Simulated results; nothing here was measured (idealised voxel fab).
Title: Process Module voxel transistor to metal
Cross-section cut spans 140 nm and uses square cells 5 nm in size.
For the purposes of this document, a cross-section shall be understood as a grid of square cells, specified as bands listed in top-to-bottom order, each band consisting of one or more rows of cells.
For a band, the entry starts with two heights in nm, that of the top and then that of the bottom, and carries on with the band's materials in order from left to right, each alongside its width in nm; the word "all across" beside a single material means it fills the band edge to edge, and "empty" means empty space.
Height is counted from the level 0, under which the received wafer is composed throughout of one material. The lowest of the bands is not closed at the bottom but continues downward, in the notation "z 0 and below".
When a width is written as two numbers, as in "30->40", the first number is the width in the top row of cells of the band and the second is the width in its bottom row, and the width changes by the same amount from each row to the next.
Key: "no change" - step with no changed cell in the cross-section.
"Closed void listing" means: voids of 8 cells or more that are shut off from the top with no open way through. Written width x height at distance, distance from the left edge, in nm.
The remark found on a step's line after its settings is issued by the simulator itself and pertains to that step.
overlay nm: right-of-plan distance of the mask on a masked step; negative values mean left-of-plan.
## Planned step list for the process
1. RECEIVE with material Si
2. CONFORMAL_DEP with material SiO2, thk nm 5
3. CONFORMAL_DEP with material SiN, thk nm 15
4. PATTERN with tone cover, mask id ACTIVE, material resist, width nm 105, thk nm 20, overlay nm 0
5. DIRECTIONAL_ETCH with etch materials SiN, depth nm 15
6. DIRECTIONAL_ETCH with etch materials SiO2, depth nm 5
7. DIRECTIONAL_ETCH with etch materials Si, depth nm 30
8. STRIP with etch materials resist
9. FILL_DEP with material SiO2, thk nm 5
10. CMP with height nm 20
11. SELECTIVE_ETCH with etch materials SiO2, depth nm 5
12. STRIP with etch materials SiN
13. SELECTIVE_ETCH with etch materials SiO2, depth nm 5
14. OXIDIZE with depth nm 5
15. DIRECTIONAL_DEP with material polySi, thk nm 25
16. DIRECTIONAL_DEP with material SiCN, thk nm 10
17. DIRECTIONAL_DEP with material aC, thk nm 15
18. PATTERN with tone cover, mask id GATE, material resist, width nm 15, thk nm 30, overlay nm 0
19. DIRECTIONAL_ETCH with etch materials aC, depth nm 15
20. STRIP with etch materials resist
21. DIRECTIONAL_ETCH with etch materials SiCN, depth nm 20
22. DIRECTIONAL_ETCH with etch materials polySi, depth nm 35
23. STRIP with etch materials aC
24. CONFORMAL_DEP with material SiN, thk nm 10
25. DIRECTIONAL_ETCH with etch materials SiN, depth nm 10
26. DIRECTIONAL_ETCH with etch materials SiO2, depth nm 5
27. EPI with material pSi, thk nm 5
28. FILL_DEP with material SiO2, thk nm 5
29. CMP with height nm 35
30. DIRECTIONAL_DEP with material SiO2, thk nm 10
31. DIRECTIONAL_DEP with material aC, thk nm 15
32. PATTERN with tone open, mask id CONTACT, material resist, width nm 20, pitch nm 65, thk nm 30, overlay nm 0
33. DIRECTIONAL_ETCH with etch materials aC, depth nm 15
34. STRIP with etch materials resist
35. DIRECTIONAL_ETCH with etch materials SiO2, depth nm 45
36. STRIP with etch materials aC
37. CONFORMAL_DEP with material TiN, thk nm 5
38. FILL_DEP with material W, thk nm 5
39. CMP with height nm 45
40. DIRECTIONAL_DEP with material TiN, thk nm 5
41. DIRECTIONAL_DEP with material W, thk nm 20
42. MASKED_ETCH with tone cover, mask id METAL_1, width nm 20, pitch nm 65, etch materials W, depth nm 20, overlay nm 0
43. MASKED_ETCH with tone cover, mask id METAL_1, width nm 20, pitch nm 65, etch materials TiN, depth nm 5, overlay nm 0
44. CONFORMAL_DEP with material SiCN, thk nm 5
45. FILL_DEP with material SiO2, thk nm 10
46. CMP with height nm 70
47. CONFORMAL_DEP with material SiCN, thk nm 5
## First of the two wafers, run per plan
## Cross-section of the incoming wafer, state after step 1
	z 0 and below  Si all across
	Closed void listing: none
## So this is the wafer cross-section right after step 2
	z 5 to 0  SiO2 all across
	Note: structure below 0 unchanged.
## So this is the wafer cross-section right after step 3
	z 20 to 5  SiN all across
	Note: structure below 5 unchanged.
## So this is the wafer cross-section right after step 4
	z 40 to 20  15 nm empty  105 nm resist  20 nm empty
	Note: structure below 20 unchanged.
## So this is the wafer cross-section right after step 5
	z 40 to 20  15 nm empty  105 nm resist  20 nm empty
	z 20 to 5  15 nm empty  105 nm SiN  20 nm empty
	Note: structure below 5 unchanged.
## So this is the wafer cross-section right after step 6
	z 40 to 20  15 nm empty  105 nm resist  20 nm empty
	z 20 to 5  15 nm empty  105 nm SiN  20 nm empty
	z 5 to 0  15 nm empty  105 nm SiO2  20 nm empty
	Note: structure below 0 unchanged.
## So this is the wafer cross-section right after step 7
	z 40 to 20  15 nm empty  105 nm resist  20 nm empty
	z 20 to 5  15 nm empty  105 nm SiN  20 nm empty
	z 5 to 0  15 nm empty  105 nm SiO2  20 nm empty
	z 0 to -30  15 nm empty  105 nm Si  20 nm empty
	Note: structure below -30 unchanged.
## So this is the wafer cross-section right after step 8
	z 20 to 5  15 nm empty  105 nm SiN  20 nm empty
	Note: structure below 5 unchanged.
## So this is the wafer cross-section right after step 9
	z 25 to 20  SiO2 all across
	z 20 to 5  15 nm SiO2  105 nm SiN  20 nm SiO2
	z 5 to 0  SiO2 all across
	z 0 to -30  15 nm SiO2  105 nm Si  20 nm SiO2
	Note: structure below -30 unchanged.
## So this is the wafer cross-section right after step 10
	z 20 to 5  15 nm SiO2  105 nm SiN  20 nm SiO2
	Note: structure below 5 unchanged.
## So this is the wafer cross-section right after step 11
	z 20 to 15  15 nm empty  105 nm SiN  20 nm empty
	Note: structure below 15 unchanged.
## So this is the wafer cross-section right after step 12
	z 15 to 5  15 nm SiO2  105 nm empty  20 nm SiO2
	Note: structure below 5 unchanged.
## So this is the wafer cross-section right after step 13
	z 10 to 0  10 nm SiO2  115 nm empty  15 nm SiO2
	Note: structure below 0 unchanged.
## So this is the wafer cross-section right after step 14
	z 10 to 0  10 nm SiO2  115 nm empty  15 nm SiO2
	z 0 to -5  SiO2 all across
	Note: structure below -5 unchanged.
## So this is the wafer cross-section right after step 15
	z 35 to 25  10 nm polySi  115 nm empty  15 nm polySi
	z 25 to 10  polySi all across
	z 10 to 0  10 nm SiO2  115 nm polySi  15 nm SiO2
	Note: structure below 0 unchanged.
## So this is the wafer cross-section right after step 16
	z 45 to 35  10 nm SiCN  115 nm empty  15 nm SiCN
	z 35 to 25  10 nm polySi  115 nm SiCN  15 nm polySi
	Note: structure below 25 unchanged.
## So this is the wafer cross-section right after step 17
	z 60 to 50  10 nm aC  115 nm empty  15 nm aC
	z 50 to 45  aC all across
	z 45 to 35  10 nm SiCN  115 nm aC  15 nm SiCN
	Note: structure below 35 unchanged.
## So this is the wafer cross-section right after step 18
	z 90 to 60  60 nm empty  15 nm resist  65 nm empty
	z 60 to 50  10 nm aC  50 nm empty  15 nm resist  50 nm empty  15 nm aC
	Note: structure below 50 unchanged.
## So this is the wafer cross-section right after step 19
	z 75 to 50  60 nm empty  15 nm resist  65 nm empty
	z 50 to 45  60 nm empty  15 nm aC  65 nm empty
	z 45 to 35  10 nm SiCN  50 nm empty  15 nm aC  50 nm empty  15 nm SiCN
	Note: structure below 35 unchanged.
## So this is the wafer cross-section right after step 20
	z 50 to 45  60 nm empty  15 nm aC  65 nm empty
	Note: structure below 45 unchanged.
## So this is the wafer cross-section right after step 21
	z 50 to 35  60 nm empty  15 nm aC  65 nm empty
	z 35 to 25  10 nm polySi  50 nm empty  15 nm SiCN  50 nm empty  15 nm polySi
	Note: structure below 25 unchanged.
## So this is the wafer cross-section right after step 22
	z 50 to 35  60 nm empty  15 nm aC  65 nm empty
	z 35 to 25  60 nm empty  15 nm SiCN  65 nm empty
	z 25 to 10  60 nm empty  15 nm polySi  65 nm empty
	z 10 to 0  10 nm SiO2  50 nm empty  15 nm polySi  50 nm empty  15 nm SiO2
	Note: structure below 0 unchanged.
## So this is the wafer cross-section right after step 23
	z 35 to 25  60 nm empty  15 nm SiCN  65 nm empty
	Note: structure below 25 unchanged.
## So this is the wafer cross-section right after step 24
	z 45 to 35  50 nm empty  35 nm SiN  55 nm empty
	z 35 to 25  50 nm empty  10 nm SiN  15 nm SiCN  10 nm SiN  55 nm empty
	z 25 to 20  50 nm empty  10 nm SiN  15 nm polySi  10 nm SiN  55 nm empty
	z 20 to 10  20 nm SiN  30 nm empty  10 nm SiN  15 nm polySi  10 nm SiN  30 nm empty  25 nm SiN
	z 10 to 0  10 nm SiO2  50 nm SiN  15 nm polySi  50 nm SiN  15 nm SiO2
	Note: structure below 0 unchanged.
## So this is the wafer cross-section right after step 25
	z 35 to 25  50 nm empty  10 nm SiN  15 nm SiCN  10 nm SiN  55 nm empty
	z 25 to 10  50 nm empty  10 nm SiN  15 nm polySi  10 nm SiN  55 nm empty
	z 10 to 0  10 nm SiO2  10 nm SiN  30 nm empty  10 nm SiN  15 nm polySi  10 nm SiN  30 nm empty  10 nm SiN  15 nm SiO2
	Note: structure below 0 unchanged.
## So this is the wafer cross-section right after step 26
	z 35 to 25  50 nm empty  10 nm SiN  15 nm SiCN  10 nm SiN  55 nm empty
	z 25 to 10  50 nm empty  10 nm SiN  15 nm polySi  10 nm SiN  55 nm empty
	z 10 to 5  10 nm empty  10 nm SiN  30 nm empty  10 nm SiN  15 nm polySi  10 nm SiN  30 nm empty  10 nm SiN  15 nm empty
	z 5 to 0  10 nm SiO2  10 nm SiN  30 nm empty  10 nm SiN  15 nm polySi  10 nm SiN  30 nm empty  10 nm SiN  15 nm SiO2
	z 0 to -5  20 nm SiO2  30 nm empty  35 nm SiO2  30 nm empty  25 nm SiO2
	Note: structure below -5 unchanged.
## So this is the wafer cross-section right after step 27
	z 35 to 25  50 nm empty  10 nm SiN  15 nm SiCN  10 nm SiN  55 nm empty
	z 25 to 10  50 nm empty  10 nm SiN  15 nm polySi  10 nm SiN  55 nm empty
	z 10 to 5  10 nm empty  10 nm SiN  30 nm empty  10 nm SiN  15 nm polySi  10 nm SiN  30 nm empty  10 nm SiN  15 nm empty
	z 5 to 0  10 nm SiO2  10 nm SiN  30 nm empty  10 nm SiN  15 nm polySi  10 nm SiN  30 nm empty  10 nm SiN  15 nm SiO2
	z 0 to -5  20 nm SiO2  30 nm pSi  35 nm SiO2  30 nm pSi  25 nm SiO2
	Note: structure below -5 unchanged.
## So this is the wafer cross-section right after step 28
	z 40 to 35  SiO2 all across
	z 35 to 25  50 nm SiO2  10 nm SiN  15 nm SiCN  10 nm SiN  55 nm SiO2
	z 25 to 10  50 nm SiO2  10 nm SiN  15 nm polySi  10 nm SiN  55 nm SiO2
	z 10 to 0  10 nm SiO2  10 nm SiN  30 nm SiO2  10 nm SiN  15 nm polySi  10 nm SiN  30 nm SiO2  10 nm SiN  15 nm SiO2
	Note: structure below 0 unchanged.
## So this is the wafer cross-section right after step 29
	z 35 to 25  50 nm SiO2  10 nm SiN  15 nm SiCN  10 nm SiN  55 nm SiO2
	Note: structure below 25 unchanged.
## So this is the wafer cross-section right after step 30
	z 45 to 35  SiO2 all across
	Note: structure below 35 unchanged.
## So this is the wafer cross-section right after step 31
	z 60 to 45  aC all across
	Note: structure below 45 unchanged.
## So this is the wafer cross-section right after step 32
	z 90 to 60  25 nm resist  20 nm empty  45 nm resist  20 nm empty  30 nm resist
	Note: structure below 60 unchanged.
## So this is the wafer cross-section right after step 33
	z 75 to 60  25 nm resist  20 nm empty  45 nm resist  20 nm empty  30 nm resist
	z 60 to 45  25 nm aC  20 nm empty  45 nm aC  20 nm empty  30 nm aC
	Note: structure below 45 unchanged.
## So this is the wafer cross-section right after step 34
	z 60 to 45  25 nm aC  20 nm empty  45 nm aC  20 nm empty  30 nm aC
	Note: structure below 45 unchanged.
## So this is the wafer cross-section right after step 35
	z 60 to 45  25 nm aC  20 nm empty  45 nm aC  20 nm empty  30 nm aC
	z 45 to 35  25 nm SiO2  20 nm empty  45 nm SiO2  20 nm empty  30 nm SiO2
	z 35 to 25  25 nm SiO2  20 nm empty  5 nm SiO2  10 nm SiN  15 nm SiCN  10 nm SiN  5 nm SiO2  20 nm empty  30 nm SiO2
	z 25 to 10  25 nm SiO2  20 nm empty  5 nm SiO2  10 nm SiN  15 nm polySi  10 nm SiN  5 nm SiO2  20 nm empty  30 nm SiO2
	z 10 to 0  10 nm SiO2  10 nm SiN  5 nm SiO2  20 nm empty  5 nm SiO2  10 nm SiN  15 nm polySi  10 nm SiN  5 nm SiO2  20 nm empty  5 nm SiO2  10 nm SiN  15 nm SiO2
	Note: structure below 0 unchanged.
## So this is the wafer cross-section right after step 36
	z 45 to 35  25 nm SiO2  20 nm empty  45 nm SiO2  20 nm empty  30 nm SiO2
	Note: structure below 35 unchanged.
## So this is the wafer cross-section right after step 37
	z 50 to 45  30 nm TiN  10 nm empty  55 nm TiN  10 nm empty  35 nm TiN
	z 45 to 35  25 nm SiO2  5 nm TiN  10 nm empty  5 nm TiN  45 nm SiO2  5 nm TiN  10 nm empty  5 nm TiN  30 nm SiO2
	z 35 to 25  25 nm SiO2  5 nm TiN  10 nm empty  5 nm TiN  5 nm SiO2  10 nm SiN  15 nm SiCN  10 nm SiN  5 nm SiO2  5 nm TiN  10 nm empty  5 nm TiN  30 nm SiO2
	z 25 to 10  25 nm SiO2  5 nm TiN  10 nm empty  5 nm TiN  5 nm SiO2  10 nm SiN  15 nm polySi  10 nm SiN  5 nm SiO2  5 nm TiN  10 nm empty  5 nm TiN  30 nm SiO2
	z 10 to 5  10 nm SiO2  10 nm SiN  5 nm SiO2  5 nm TiN  10 nm empty  5 nm TiN  5 nm SiO2  10 nm SiN  15 nm polySi  10 nm SiN  5 nm SiO2  5 nm TiN  10 nm empty  5 nm TiN  5 nm SiO2  10 nm SiN  15 nm SiO2
	z 5 to 0  10 nm SiO2  10 nm SiN  5 nm SiO2  20 nm TiN  5 nm SiO2  10 nm SiN  15 nm polySi  10 nm SiN  5 nm SiO2  20 nm TiN  5 nm SiO2  10 nm SiN  15 nm SiO2
	Note: structure below 0 unchanged.
## So this is the wafer cross-section right after step 38
	z 55 to 50  W all across
	z 50 to 45  30 nm TiN  10 nm W  55 nm TiN  10 nm W  35 nm TiN
	z 45 to 35  25 nm SiO2  5 nm TiN  10 nm W  5 nm TiN  45 nm SiO2  5 nm TiN  10 nm W  5 nm TiN  30 nm SiO2
	z 35 to 25  25 nm SiO2  5 nm TiN  10 nm W  5 nm TiN  5 nm SiO2  10 nm SiN  15 nm SiCN  10 nm SiN  5 nm SiO2  5 nm TiN  10 nm W  5 nm TiN  30 nm SiO2
	z 25 to 10  25 nm SiO2  5 nm TiN  10 nm W  5 nm TiN  5 nm SiO2  10 nm SiN  15 nm polySi  10 nm SiN  5 nm SiO2  5 nm TiN  10 nm W  5 nm TiN  30 nm SiO2
	z 10 to 5  10 nm SiO2  10 nm SiN  5 nm SiO2  5 nm TiN  10 nm W  5 nm TiN  5 nm SiO2  10 nm SiN  15 nm polySi  10 nm SiN  5 nm SiO2  5 nm TiN  10 nm W  5 nm TiN  5 nm SiO2  10 nm SiN  15 nm SiO2
	Note: structure below 5 unchanged.
## So this is the wafer cross-section right after step 39
	z 45 to 35  25 nm SiO2  5 nm TiN  10 nm W  5 nm TiN  45 nm SiO2  5 nm TiN  10 nm W  5 nm TiN  30 nm SiO2
	Note: structure below 35 unchanged.
## So this is the wafer cross-section right after step 40
	z 50 to 45  TiN all across
	Note: structure below 45 unchanged.
## So this is the wafer cross-section right after step 41
	z 70 to 50  W all across
	Note: structure below 50 unchanged.
## So this is the wafer cross-section right after step 42
	z 70 to 50  25 nm empty  20 nm W  45 nm empty  20 nm W  30 nm empty
	Note: structure below 50 unchanged.
## So this is the wafer cross-section right after step 43
	z 70 to 50  25 nm empty  20 nm W  45 nm empty  20 nm W  30 nm empty
	z 50 to 45  25 nm empty  20 nm TiN  45 nm empty  20 nm TiN  30 nm empty
	Note: structure below 45 unchanged.
## So this is the wafer cross-section right after step 44
	z 75 to 70  20 nm empty  30 nm SiCN  35 nm empty  30 nm SiCN  25 nm empty
	z 70 to 50  20 nm empty  5 nm SiCN  20 nm W  5 nm SiCN  35 nm empty  5 nm SiCN  20 nm W  5 nm SiCN  25 nm empty
	z 50 to 45  25 nm SiCN  20 nm TiN  45 nm SiCN  20 nm TiN  30 nm SiCN
	Note: structure below 45 unchanged.
## So this is the wafer cross-section right after step 45
	z 85 to 75  SiO2 all across
	z 75 to 70  20 nm SiO2  30 nm SiCN  35 nm SiO2  30 nm SiCN  25 nm SiO2
	z 70 to 50  20 nm SiO2  5 nm SiCN  20 nm W  5 nm SiCN  35 nm SiO2  5 nm SiCN  20 nm W  5 nm SiCN  25 nm SiO2
	Note: structure below 50 unchanged.
## So this is the wafer cross-section right after step 46
	z 70 to 50  20 nm SiO2  5 nm SiCN  20 nm W  5 nm SiCN  35 nm SiO2  5 nm SiCN  20 nm W  5 nm SiCN  25 nm SiO2
	Note: structure below 50 unchanged.
## So this is the wafer cross-section right after step 47
	z 75 to 70  SiCN all across
	Note: structure below 70 unchanged.
## Second Wafer (Identical Start and Plan, One Processing Error; Matches First Wafer Through Step 6)
## Cross-sectional view of the second wafer at the intended end time of process step 7
	z 40 to 20  15 nm empty  105 nm resist  20 nm empty
	z 20 to 5  15 nm empty  105 nm SiN  20 nm empty
	z 5 to 0  15 nm empty  105 nm SiO2  20 nm empty
	z 0 to -60  15 nm empty  105 nm Si  20 nm empty
	Note: structure below -60 unchanged.
## Cross-sectional view of the second wafer at the intended end time of process step 8
	z 20 to 5  15 nm empty  105 nm SiN  20 nm empty
	Note: structure below 5 unchanged.
## Cross-sectional view of the second wafer at the intended end time of process step 9
	z 25 to 20  SiO2 all across
	z 20 to 5  15 nm SiO2  105 nm SiN  20 nm SiO2
	z 5 to 0  SiO2 all across
	z 0 to -60  15 nm SiO2  105 nm Si  20 nm SiO2
	Note: structure below -60 unchanged.
## Cross-sectional view of the second wafer at the intended end time of process step 10
	z 20 to 5  15 nm SiO2  105 nm SiN  20 nm SiO2
	Note: structure below 5 unchanged.
## Cross-sectional view of the second wafer at the intended end time of process step 11
	z 20 to 15  15 nm empty  105 nm SiN  20 nm empty
	Note: structure below 15 unchanged.
## Cross-sectional view of the second wafer at the intended end time of process step 12
	z 15 to 5  15 nm SiO2  105 nm empty  20 nm SiO2
	Note: structure below 5 unchanged.
## Cross-sectional view of the second wafer at the intended end time of process step 13
	z 10 to 0  10 nm SiO2  115 nm empty  15 nm SiO2
	Note: structure below 0 unchanged.
## Cross-sectional view of the second wafer at the intended end time of process step 14
	z 10 to 0  10 nm SiO2  115 nm empty  15 nm SiO2
	z 0 to -5  SiO2 all across
	Note: structure below -5 unchanged.
## Cross-sectional view of the second wafer at the intended end time of process step 15
	z 35 to 25  10 nm polySi  115 nm empty  15 nm polySi
	z 25 to 10  polySi all across
	z 10 to 0  10 nm SiO2  115 nm polySi  15 nm SiO2
	Note: structure below 0 unchanged.
## Cross-sectional view of the second wafer at the intended end time of process step 16
	z 45 to 35  10 nm SiCN  115 nm empty  15 nm SiCN
	z 35 to 25  10 nm polySi  115 nm SiCN  15 nm polySi
	Note: structure below 25 unchanged.
## Cross-sectional view of the second wafer at the intended end time of process step 17
	z 60 to 50  10 nm aC  115 nm empty  15 nm aC
	z 50 to 45  aC all across
	z 45 to 35  10 nm SiCN  115 nm aC  15 nm SiCN
	Note: structure below 35 unchanged.
## Cross-sectional view of the second wafer at the intended end time of process step 18
	z 90 to 60  60 nm empty  15 nm resist  65 nm empty
	z 60 to 50  10 nm aC  50 nm empty  15 nm resist  50 nm empty  15 nm aC
	Note: structure below 50 unchanged.
## Cross-sectional view of the second wafer at the intended end time of process step 19
	z 75 to 50  60 nm empty  15 nm resist  65 nm empty
	z 50 to 45  60 nm empty  15 nm aC  65 nm empty
	z 45 to 35  10 nm SiCN  50 nm empty  15 nm aC  50 nm empty  15 nm SiCN
	Note: structure below 35 unchanged.
## Cross-sectional view of the second wafer at the intended end time of process step 20
	z 50 to 45  60 nm empty  15 nm aC  65 nm empty
	Note: structure below 45 unchanged.
## Cross-sectional view of the second wafer at the intended end time of process step 21
	z 50 to 35  60 nm empty  15 nm aC  65 nm empty
	z 35 to 25  10 nm polySi  50 nm empty  15 nm SiCN  50 nm empty  15 nm polySi
	Note: structure below 25 unchanged.
## Cross-sectional view of the second wafer at the intended end time of process step 22
	z 50 to 35  60 nm empty  15 nm aC  65 nm empty
	z 35 to 25  60 nm empty  15 nm SiCN  65 nm empty
	z 25 to 10  60 nm empty  15 nm polySi  65 nm empty
	z 10 to 0  10 nm SiO2  50 nm empty  15 nm polySi  50 nm empty  15 nm SiO2
	Note: structure below 0 unchanged.
## Cross-sectional view of the second wafer at the intended end time of process step 23
	z 35 to 25  60 nm empty  15 nm SiCN  65 nm empty
	Note: structure below 25 unchanged.
## Cross-sectional view of the second wafer at the intended end time of process step 24
	z 45 to 35  50 nm empty  35 nm SiN  55 nm empty
	z 35 to 25  50 nm empty  10 nm SiN  15 nm SiCN  10 nm SiN  55 nm empty
	z 25 to 20  50 nm empty  10 nm SiN  15 nm polySi  10 nm SiN  55 nm empty
	z 20 to 10  20 nm SiN  30 nm empty  10 nm SiN  15 nm polySi  10 nm SiN  30 nm empty  25 nm SiN
	z 10 to 0  10 nm SiO2  50 nm SiN  15 nm polySi  50 nm SiN  15 nm SiO2
	Note: structure below 0 unchanged.
## Cross-sectional view of the second wafer at the intended end time of process step 25
	z 35 to 25  50 nm empty  10 nm SiN  15 nm SiCN  10 nm SiN  55 nm empty
	z 25 to 10  50 nm empty  10 nm SiN  15 nm polySi  10 nm SiN  55 nm empty
	z 10 to 0  10 nm SiO2  10 nm SiN  30 nm empty  10 nm SiN  15 nm polySi  10 nm SiN  30 nm empty  10 nm SiN  15 nm SiO2
	Note: structure below 0 unchanged.
## Cross-sectional view of the second wafer at the intended end time of process step 26
	z 35 to 25  50 nm empty  10 nm SiN  15 nm SiCN  10 nm SiN  55 nm empty
	z 25 to 10  50 nm empty  10 nm SiN  15 nm polySi  10 nm SiN  55 nm empty
	z 10 to 5  10 nm empty  10 nm SiN  30 nm empty  10 nm SiN  15 nm polySi  10 nm SiN  30 nm empty  10 nm SiN  15 nm empty
	z 5 to 0  10 nm SiO2  10 nm SiN  30 nm empty  10 nm SiN  15 nm polySi  10 nm SiN  30 nm empty  10 nm SiN  15 nm SiO2
	z 0 to -5  20 nm SiO2  30 nm empty  35 nm SiO2  30 nm empty  25 nm SiO2
	Note: structure below -5 unchanged.
## Cross-sectional view of the second wafer at the intended end time of process step 27
	z 35 to 25  50 nm empty  10 nm SiN  15 nm SiCN  10 nm SiN  55 nm empty
	z 25 to 10  50 nm empty  10 nm SiN  15 nm polySi  10 nm SiN  55 nm empty
	z 10 to 5  10 nm empty  10 nm SiN  30 nm empty  10 nm SiN  15 nm polySi  10 nm SiN  30 nm empty  10 nm SiN  15 nm empty
	z 5 to 0  10 nm SiO2  10 nm SiN  30 nm empty  10 nm SiN  15 nm polySi  10 nm SiN  30 nm empty  10 nm SiN  15 nm SiO2
	z 0 to -5  20 nm SiO2  30 nm pSi  35 nm SiO2  30 nm pSi  25 nm SiO2
	Note: structure below -5 unchanged.
## Cross-sectional view of the second wafer at the intended end time of process step 28
	z 40 to 35  SiO2 all across
	z 35 to 25  50 nm SiO2  10 nm SiN  15 nm SiCN  10 nm SiN  55 nm SiO2
	z 25 to 10  50 nm SiO2  10 nm SiN  15 nm polySi  10 nm SiN  55 nm SiO2
	z 10 to 0  10 nm SiO2  10 nm SiN  30 nm SiO2  10 nm SiN  15 nm polySi  10 nm SiN  30 nm SiO2  10 nm SiN  15 nm SiO2
	Note: structure below 0 unchanged.
## Cross-sectional view of the second wafer at the intended end time of process step 29
	z 35 to 25  50 nm SiO2  10 nm SiN  15 nm SiCN  10 nm SiN  55 nm SiO2
	Note: structure below 25 unchanged.
## Cross-sectional view of the second wafer at the intended end time of process step 30
	z 45 to 35  SiO2 all across
	Note: structure below 35 unchanged.
## Cross-sectional view of the second wafer at the intended end time of process step 31
	z 60 to 45  aC all across
	Note: structure below 45 unchanged.
## Cross-sectional view of the second wafer at the intended end time of process step 32
	z 90 to 60  25 nm resist  20 nm empty  45 nm resist  20 nm empty  30 nm resist
	Note: structure below 60 unchanged.
## Cross-sectional view of the second wafer at the intended end time of process step 33
	z 75 to 60  25 nm resist  20 nm empty  45 nm resist  20 nm empty  30 nm resist
	z 60 to 45  25 nm aC  20 nm empty  45 nm aC  20 nm empty  30 nm aC
	Note: structure below 45 unchanged.
## Cross-sectional view of the second wafer at the intended end time of process step 34
	z 60 to 45  25 nm aC  20 nm empty  45 nm aC  20 nm empty  30 nm aC
	Note: structure below 45 unchanged.
## Cross-sectional view of the second wafer at the intended end time of process step 35
	z 60 to 45  25 nm aC  20 nm empty  45 nm aC  20 nm empty  30 nm aC
	z 45 to 35  25 nm SiO2  20 nm empty  45 nm SiO2  20 nm empty  30 nm SiO2
	z 35 to 25  25 nm SiO2  20 nm empty  5 nm SiO2  10 nm SiN  15 nm SiCN  10 nm SiN  5 nm SiO2  20 nm empty  30 nm SiO2
	z 25 to 10  25 nm SiO2  20 nm empty  5 nm SiO2  10 nm SiN  15 nm polySi  10 nm SiN  5 nm SiO2  20 nm empty  30 nm SiO2
	z 10 to 0  10 nm SiO2  10 nm SiN  5 nm SiO2  20 nm empty  5 nm SiO2  10 nm SiN  15 nm polySi  10 nm SiN  5 nm SiO2  20 nm empty  5 nm SiO2  10 nm SiN  15 nm SiO2
	Note: structure below 0 unchanged.
## Cross-sectional view of the second wafer at the intended end time of process step 36
	z 45 to 35  25 nm SiO2  20 nm empty  45 nm SiO2  20 nm empty  30 nm SiO2
	Note: structure below 35 unchanged.
## Cross-sectional view of the second wafer at the intended end time of process step 37
	z 50 to 45  30 nm TiN  10 nm empty  55 nm TiN  10 nm empty  35 nm TiN
	z 45 to 35  25 nm SiO2  5 nm TiN  10 nm empty  5 nm TiN  45 nm SiO2  5 nm TiN  10 nm empty  5 nm TiN  30 nm SiO2
	z 35 to 25  25 nm SiO2  5 nm TiN  10 nm empty  5 nm TiN  5 nm SiO2  10 nm SiN  15 nm SiCN  10 nm SiN  5 nm SiO2  5 nm TiN  10 nm empty  5 nm TiN  30 nm SiO2
	z 25 to 10  25 nm SiO2  5 nm TiN  10 nm empty  5 nm TiN  5 nm SiO2  10 nm SiN  15 nm polySi  10 nm SiN  5 nm SiO2  5 nm TiN  10 nm empty  5 nm TiN  30 nm SiO2
	z 10 to 5  10 nm SiO2  10 nm SiN  5 nm SiO2  5 nm TiN  10 nm empty  5 nm TiN  5 nm SiO2  10 nm SiN  15 nm polySi  10 nm SiN  5 nm SiO2  5 nm TiN  10 nm empty  5 nm TiN  5 nm SiO2  10 nm SiN  15 nm SiO2
	z 5 to 0  10 nm SiO2  10 nm SiN  5 nm SiO2  20 nm TiN  5 nm SiO2  10 nm SiN  15 nm polySi  10 nm SiN  5 nm SiO2  20 nm TiN  5 nm SiO2  10 nm SiN  15 nm SiO2
	Note: structure below 0 unchanged.
## Cross-sectional view of the second wafer at the intended end time of process step 38
	z 55 to 50  W all across
	z 50 to 45  30 nm TiN  10 nm W  55 nm TiN  10 nm W  35 nm TiN
	z 45 to 35  25 nm SiO2  5 nm TiN  10 nm W  5 nm TiN  45 nm SiO2  5 nm TiN  10 nm W  5 nm TiN  30 nm SiO2
	z 35 to 25  25 nm SiO2  5 nm TiN  10 nm W  5 nm TiN  5 nm SiO2  10 nm SiN  15 nm SiCN  10 nm SiN  5 nm SiO2  5 nm TiN  10 nm W  5 nm TiN  30 nm SiO2
	z 25 to 10  25 nm SiO2  5 nm TiN  10 nm W  5 nm TiN  5 nm SiO2  10 nm SiN  15 nm polySi  10 nm SiN  5 nm SiO2  5 nm TiN  10 nm W  5 nm TiN  30 nm SiO2
	z 10 to 5  10 nm SiO2  10 nm SiN  5 nm SiO2  5 nm TiN  10 nm W  5 nm TiN  5 nm SiO2  10 nm SiN  15 nm polySi  10 nm SiN  5 nm SiO2  5 nm TiN  10 nm W  5 nm TiN  5 nm SiO2  10 nm SiN  15 nm SiO2
	Note: structure below 5 unchanged.
## Cross-sectional view of the second wafer at the intended end time of process step 39
	z 45 to 35  25 nm SiO2  5 nm TiN  10 nm W  5 nm TiN  45 nm SiO2  5 nm TiN  10 nm W  5 nm TiN  30 nm SiO2
	Note: structure below 35 unchanged.
## Cross-sectional view of the second wafer at the intended end time of process step 40
	z 50 to 45  TiN all across
	Note: structure below 45 unchanged.
## Cross-sectional view of the second wafer at the intended end time of process step 41
	z 70 to 50  W all across
	Note: structure below 50 unchanged.
## Cross-sectional view of the second wafer at the intended end time of process step 42
	z 70 to 50  25 nm empty  20 nm W  45 nm empty  20 nm W  30 nm empty
	Note: structure below 50 unchanged.
## Cross-sectional view of the second wafer at the intended end time of process step 43
	z 70 to 50  25 nm empty  20 nm W  45 nm empty  20 nm W  30 nm empty
	z 50 to 45  25 nm empty  20 nm TiN  45 nm empty  20 nm TiN  30 nm empty
	Note: structure below 45 unchanged.
## Cross-sectional view of the second wafer at the intended end time of process step 44
	z 75 to 70  20 nm empty  30 nm SiCN  35 nm empty  30 nm SiCN  25 nm empty
	z 70 to 50  20 nm empty  5 nm SiCN  20 nm W  5 nm SiCN  35 nm empty  5 nm SiCN  20 nm W  5 nm SiCN  25 nm empty
	z 50 to 45  25 nm SiCN  20 nm TiN  45 nm SiCN  20 nm TiN  30 nm SiCN
	Note: structure below 45 unchanged.
## Cross-sectional view of the second wafer at the intended end time of process step 45
	z 85 to 75  SiO2 all across
	z 75 to 70  20 nm SiO2  30 nm SiCN  35 nm SiO2  30 nm SiCN  25 nm SiO2
	z 70 to 50  20 nm SiO2  5 nm SiCN  20 nm W  5 nm SiCN  35 nm SiO2  5 nm SiCN  20 nm W  5 nm SiCN  25 nm SiO2
	Note: structure below 50 unchanged.
## Cross-sectional view of the second wafer at the intended end time of process step 46
	z 70 to 50  20 nm SiO2  5 nm SiCN  20 nm W  5 nm SiCN  35 nm SiO2  5 nm SiCN  20 nm W  5 nm SiCN  25 nm SiO2
	Note: structure below 50 unchanged.
## Cross-sectional view of the second wafer at the intended end time of process step 47
	z 75 to 70  SiCN all across
	Note: structure below 70 unchanged.
In executing the process, a mistake was made relative to the plan: step 7 of the plan was twice carried out
Final tally in cells, some materials are higher or lower on the second wafer than on the first: Si -42 | SiO2 +42
